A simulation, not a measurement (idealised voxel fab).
Herein follows the process module entitled voxel gate over fins.
For reference, the cross-section in this document is cut, with width 265 nm and square cells of 5 nm.
Heads up, the way a cross-section reads in here is a grid of square cells, handed over as bands from the top down, with every band being one or more rows of cells.
Heights first: top, then bottom, in nm. Then materials, left to right, each with a width in nm. "everywhere" on a single material: fills the band edge to edge. "air": empty space.
For the purposes of this specification, 0 denotes the height below which the wafer in its as-received condition is composed wholly of one material, and the lowermost band, lacking a lower limit, extends downward without end, as expressed in "0 -> down".
A width given as "30..40" starts at the first number in the band's top row and ends at the second number in its bottom row, shifting by an equal amount at every step from row to row.
"all unchanged" means the step left every cell of the cross-section as it was.
If an empty space has no open way to the top and is at least 8 cells in size, "Closed void entries" lists it, written width x height at distance, where distance is measured from the left edge and every value is in nm.
Where a step's line continues beyond its settings, the continuation is a remark by the simulator itself on that step.
When a step includes a mask, the "overlay nm" setting on its line states how far to the right of its planned place that mask lay, and negative values state how far to the left.
Pairs ahead. Before: cross-section ahead of one process step. After: cross-section once the step is done, shown to the lowest changed band only. Under each pair: that step, with settings. Caution: pairs may come from different runs of this module on the same starting wafer; a pair follows the pair above only where its "Prior state" entry says so.
[Prior state]
0 -> down  Si everywhere
Closed void entries: none
[Post-Step Cross-Section]
10 -> 0  SiN everywhere
Under 0: no change, same as before.
Closed void entries: none
Step lying between the two cross-sections just above: CONFORMAL_DEP,material SiN,thk nm 10
Prior state: The initial state for this step is given by the after cross-section of the immediately preceding pair.
[Post-Step Cross-Section]
10 -> 0  air 105 | SiN 15 | air 20 | SiN 15 | air 110
Under 0: no change, same as before.
Closed void entries: none
Step lying between the two cross-sections just above: MASKED_ETCH,tone cover,mask id FINS,width nm 15,pitch nm 35,etch materials SiN,depth nm 10,overlay nm 0
Prior state: The initial state for this step is given by the after cross-section of the immediately preceding pair.
[Post-Step Cross-Section]
10 -> 0  air 105 | SiN 15 | air 20 | SiN 15 | air 110
0 -> -40  air 105 | Si 15 | air 20 | Si 15 | air 110
Under -40: no change, same as before.
Closed void entries: none
Step lying between the two cross-sections just above: MASKED_ETCH,tone cover,mask id FINS,width nm 15,pitch nm 35,etch materials Si,depth nm 40,overlay nm 0
Prior state: The initial state for this step is given by the after cross-section of the immediately preceding pair.
[Post-Step Cross-Section]
15 -> 10  SiO2 everywhere
10 -> 0  SiO2 105 | SiN 15 | SiO2 20 | SiN 15 | SiO2 110
0 -> -40  SiO2 105 | Si 15 | SiO2 20 | Si 15 | SiO2 110
Under -40: no change, same as before.
Closed void entries: none
Step lying between the two cross-sections just above: FILL_DEP,material SiO2,thk nm 5
Prior state: The initial state for this step is given by the after cross-section of the immediately preceding pair.
[Post-Step Cross-Section]
10 -> 0  SiO2 105 | SiN 15 | SiO2 20 | SiN 15 | SiO2 110
Under 0: no change, same as before.
Closed void entries: none
Step lying between the two cross-sections just above: CMP,height nm 10
Prior state: The initial state for this step is given by the after cross-section of the immediately preceding pair.
[Post-Step Cross-Section]
10 -> 0  air 105 | SiN 15 | air 20 | SiN 15 | air 110
0 -> -15  air 105 | Si 15 | air 20 | Si 15 | air 110
Under -15: no change, same as before.
Closed void entries: none
Step lying between the two cross-sections just above: SELECTIVE_ETCH,etch materials SiO2,depth nm 25
Prior state: The initial state for this step is given by the after cross-section of the immediately preceding pair.
[Post-Step Cross-Section]
0 -> -15  air 105 | Si 15 | air 20 | Si 15 | air 110
Under -15: no change, same as before.
Closed void entries: none
Step lying between the two cross-sections just above: STRIP,etch materials SiN
Prior state: The initial state for this step is given by the after cross-section of the immediately preceding pair.
[Post-Step Cross-Section]
5 -> 0  air 100 | HfO2 25 | air 10 | HfO2 25 | air 105
0 -> -10  air 100 | HfO2 5 | Si 15 | HfO2 5 | air 10 | HfO2 5 | Si 15 | HfO2 5 | air 105
-10 -> -15  HfO2 105 | Si 15 | HfO2 20 | Si 15 | HfO2 110
Under -15: no change, same as before.
Closed void entries: none
Step lying between the two cross-sections just above: CONFORMAL_DEP,material HfO2,thk nm 5
Prior state: The initial state for this step is given by the after cross-section of the immediately preceding pair.
[Post-Step Cross-Section]
10 -> 5  air 95 | TiN 70 | air 100
5 -> 0  air 95 | TiN 5 | HfO2 25 | TiN 10 | HfO2 25 | TiN 5 | air 100
0 -> -5  air 95 | TiN 5 | HfO2 5 | Si 15 | HfO2 5 | TiN 10 | HfO2 5 | Si 15 | HfO2 5 | TiN 5 | air 100
-5 -> -10  TiN 100 | HfO2 5 | Si 15 | HfO2 5 | TiN 10 | HfO2 5 | Si 15 | HfO2 5 | TiN 105
Under -10: no change, same as before.
Closed void entries: none
Step lying between the two cross-sections just above: CONFORMAL_DEP,material TiN,thk nm 5
Prior state: The initial state for this step is given by the after cross-section of the immediately preceding pair.
[Post-Step Cross-Section]
20 -> 10  W everywhere
10 -> 5  W 95 | TiN 70 | W 100
5 -> 0  W 95 | TiN 5 | HfO2 25 | TiN 10 | HfO2 25 | TiN 5 | W 100
0 -> -5  W 95 | TiN 5 | HfO2 5 | Si 15 | HfO2 5 | TiN 10 | HfO2 5 | Si 15 | HfO2 5 | TiN 5 | W 100
Under -5: no change, same as before.
Closed void entries: none
Step lying between the two cross-sections just above: FILL_DEP,material W,thk nm 10
Prior state: The initial state for this step is given by the after cross-section of the immediately preceding pair.
[Post-Step Cross-Section]
15 -> 10  W everywhere
Under 10: no change, same as before.
Closed void entries: none
Step lying between the two cross-sections just above: CMP,height nm 15
Prior state: The initial state for this step is given by the after cross-section of the immediately preceding pair.
[Post-Step Cross-Section]
20 -> 15  SiCN everywhere
Under 15: no change, same as before.
Closed void entries: none
Step lying between the two cross-sections just above: CONFORMAL_DEP,material SiCN,thk nm 5
[Prior state]
0 -> -15  air 105 | Si 15 | air 20 | Si 15 | air 110
-15 -> -40  SiO2 105 | Si 15 | SiO2 20 | Si 15 | SiO2 110
-40 -> down  Si everywhere
Closed void entries: none
[Post-Step Cross-Section]
5 -> 0  air 100 | TiN 25 | air 10 | TiN 25 | air 105
0 -> -10  air 100 | TiN 5 | Si 15 | TiN 5 | air 10 | TiN 5 | Si 15 | TiN 5 | air 105
-10 -> -15  TiN 105 | Si 15 | TiN 20 | Si 15 | TiN 110
Under -15: no change, same as before.
Closed void entries: none
Step lying between the two cross-sections just above: CONFORMAL_DEP,material TiN,thk nm 5
Prior state: The initial state for this step is given by the after cross-section of the immediately preceding pair.
[Post-Step Cross-Section]
15 -> 5  W everywhere
5 -> 0  W 100 | TiN 25 | W 10 | TiN 25 | W 105
0 -> -10  W 100 | TiN 5 | Si 15 | TiN 5 | W 10 | TiN 5 | Si 15 | TiN 5 | W 105
Under -10: no change, same as before.
Closed void entries: none
Step lying between the two cross-sections just above: FILL_DEP,material W,thk nm 10
Prior state: The initial state for this step is given by the after cross-section of the immediately preceding pair.
[Post-Step Cross-Section]
20 -> 15  SiCN everywhere
Under 15: no change, same as before.
Closed void entries: none
Step lying between the two cross-sections just above: CONFORMAL_DEP,material SiCN,thk nm 5
[Prior state]
20 -> 10  W everywhere
10 -> 5  W 95 | TiN 70 | W 100
5 -> 0  W 95 | TiN 5 | HfO2 25 | TiN 10 | HfO2 25 | TiN 5 | W 100
0 -> -5  W 95 | TiN 5 | HfO2 5 | Si 15 | HfO2 5 | TiN 10 | HfO2 5 | Si 15 | HfO2 5 | TiN 5 | W 100
-5 -> -10  TiN 100 | HfO2 5 | Si 15 | HfO2 5 | TiN 10 | HfO2 5 | Si 15 | HfO2 5 | TiN 105
-10 -> -15  HfO2 105 | Si 15 | HfO2 20 | Si 15 | HfO2 110
-15 -> -40  SiO2 105 | Si 15 | SiO2 20 | Si 15 | SiO2 110
-40 -> down  Si everywhere
Closed void entries: none
[Post-Step Cross-Section]
30 -> 10  W everywhere
Under 10: no change, same as before.
Closed void entries: none
Step lying between the two cross-sections just above: FILL_DEP,material W,thk nm 10
Prior state: The initial state for this step is given by the after cross-section of the immediately preceding pair.
[Post-Step Cross-Section]
15 -> 10  W everywhere
Under 10: no change, same as before.
Closed void entries: none
Step lying between the two cross-sections just above: CMP,height nm 15
[Prior state]
5 -> 0  air 100 | TiN 25 | air 10 | TiN 25 | air 105
0 -> -10  air 100 | TiN 5 | Si 15 | TiN 5 | air 10 | TiN 5 | Si 15 | TiN 5 | air 105
-10 -> -15  TiN 105 | Si 15 | TiN 20 | Si 15 | TiN 110
-15 -> -40  SiO2 105 | Si 15 | SiO2 20 | Si 15 | SiO2 110
-40 -> down  Si everywhere
Closed void entries: none
[Post-Step Cross-Section]
10 -> 5  air 95 | HfO2 70 | air 100
5 -> 0  air 95 | HfO2 5 | TiN 25 | HfO2 10 | TiN 25 | HfO2 5 | air 100
0 -> -5  air 95 | HfO2 5 | TiN 5 | Si 15 | TiN 5 | HfO2 10 | TiN 5 | Si 15 | TiN 5 | HfO2 5 | air 100
-5 -> -10  HfO2 100 | TiN 5 | Si 15 | TiN 5 | HfO2 10 | TiN 5 | Si 15 | TiN 5 | HfO2 105
Under -10: no change, same as before.
Closed void entries: none
Step lying between the two cross-sections just above: CONFORMAL_DEP,material HfO2,thk nm 5
Prior state: The initial state for this step is given by the after cross-section of the immediately preceding pair.
[Post-Step Cross-Section]
20 -> 10  W everywhere
10 -> 5  W 95 | HfO2 70 | W 100
5 -> 0  W 95 | HfO2 5 | TiN 25 | HfO2 10 | TiN 25 | HfO2 5 | W 100
0 -> -5  W 95 | HfO2 5 | TiN 5 | Si 15 | TiN 5 | HfO2 10 | TiN 5 | Si 15 | TiN 5 | HfO2 5 | W 100
Under -5: no change, same as before.
Closed void entries: none
Step lying between the two cross-sections just above: FILL_DEP,material W,thk nm 10
Prior state: The initial state for this step is given by the after cross-section of the immediately preceding pair.
[Post-Step Cross-Section]
15 -> 10  W everywhere
Under 10: no change, same as before.
Closed void entries: none
Step lying between the two cross-sections just above: CMP,height nm 15
Prior state: The initial state for this step is given by the after cross-section of the immediately preceding pair.
[Post-Step Cross-Section]
20 -> 15  SiCN everywhere
Under 15: no change, same as before.
Closed void entries: none
Step lying between the two cross-sections just above: CONFORMAL_DEP,material SiCN,thk nm 5
[Prior state]
0 -> -15  air 105 | Si 15 | air 20 | Si 15 | air 110
-15 -> -40  SiO2 105 | Si 15 | SiO2 20 | Si 15 | SiO2 110
-40 -> down  Si everywhere
Closed void entries: none
[Post-Step Cross-Section]
15 -> 0  air 90 | HfO2 80 | air 95
0 -> -15  HfO2 105 | Si 15 | HfO2 20 | Si 15 | HfO2 110
Under -15: no change, same as before.
Closed void entries: none
Step lying between the two cross-sections just above: CONFORMAL_DEP,material HfO2,thk nm 15
Prior state: The initial state for this step is given by the after cross-section of the immediately preceding pair.
[Post-Step Cross-Section]
20 -> 15  air 85 | TiN 90 | air 90
15 -> 5  air 85 | TiN 5 | HfO2 80 | TiN 5 | air 90
5 -> 0  TiN 90 | HfO2 80 | TiN 95
Under 0: no change, same as before.
Closed void entries: none
Step lying between the two cross-sections just above: CONFORMAL_DEP,material TiN,thk nm 5
Prior state: The initial state for this step is given by the after cross-section of the immediately preceding pair.
[Post-Step Cross-Section]
30 -> 20  W everywhere
20 -> 15  W 85 | TiN 90 | W 90
15 -> 5  W 85 | TiN 5 | HfO2 80 | TiN 5 | W 90
Under 5: no change, same as before.
Closed void entries: none
Step lying between the two cross-sections just above: FILL_DEP,material W,thk nm 10
Prior state: The initial state for this step is given by the after cross-section of the immediately preceding pair.
[Post-Step Cross-Section]
15 -> 5  W 85 | TiN 5 | HfO2 80 | TiN 5 | W 90
Under 5: no change, same as before.
Closed void entries: none
Step lying between the two cross-sections just above: CMP,height nm 15
Prior state: The initial state for this step is given by the after cross-section of the immediately preceding pair.
[Post-Step Cross-Section]
20 -> 15  SiCN everywhere
Under 15: no change, same as before.
Closed void entries: none
Step lying between the two cross-sections just above: CONFORMAL_DEP,material SiCN,thk nm 5
[Prior state]
0 -> down  Si everywhere
Closed void entries: none
[Post-Step Cross-Section]
10 -> 0  W everywhere
Under 0: no change, same as before.
Closed void entries: none
Step lying between the two cross-sections just above: CONFORMAL_DEP,material W,thk nm 10
Prior state: The initial state for this step is given by the after cross-section of the immediately preceding pair.
[Post-Step Cross-Section]
15 -> 10  SiO2 everywhere
Under 10: no change, same as before.
Closed void entries: none
Step lying between the two cross-sections just above: FILL_DEP,material SiO2,thk nm 5
Prior state: The initial state for this step is given by the after cross-section of the immediately preceding pair.
[Post-Step Cross-Section]
10 -> 0  W everywhere
Under 0: no change, same as before.
Closed void entries: none
Step lying between the two cross-sections just above: CMP,height nm 10
Prior state: The initial state for this step is given by the after cross-section of the immediately preceding pair.
[Post-Step Cross-Section]
15 -> 10  HfO2 everywhere
Under 10: no change, same as before.
Closed void entries: none
Step lying between the two cross-sections just above: CONFORMAL_DEP,material HfO2,thk nm 5
Prior state: The initial state for this step is given by the after cross-section of the immediately preceding pair.
[Post-Step Cross-Section]
20 -> 15  TiN everywhere
Under 15: no change, same as before.
Closed void entries: none
Step lying between the two cross-sections just above: CONFORMAL_DEP,material TiN,thk nm 5
Prior state: The initial state for this step is given by the after cross-section of the immediately preceding pair.
[Post-Step Cross-Section]
30 -> 20  W everywhere
Under 20: no change, same as before.
Closed void entries: none
Step lying between the two cross-sections just above: FILL_DEP,material W,thk nm 10
Prior state: The initial state for this step is given by the after cross-section of the immediately preceding pair.
[Post-Step Cross-Section]
15 -> 10  HfO2 everywhere
Under 10: no change, same as before.
Closed void entries: none
Step lying between the two cross-sections just above: CMP,height nm 15
Prior state: The initial state for this step is given by the after cross-section of the immediately preceding pair.
[Post-Step Cross-Section]
20 -> 15  SiCN everywhere
Under 15: no change, same as before.
Closed void entries: none
Step lying between the two cross-sections just above: CONFORMAL_DEP,material SiCN,thk nm 5
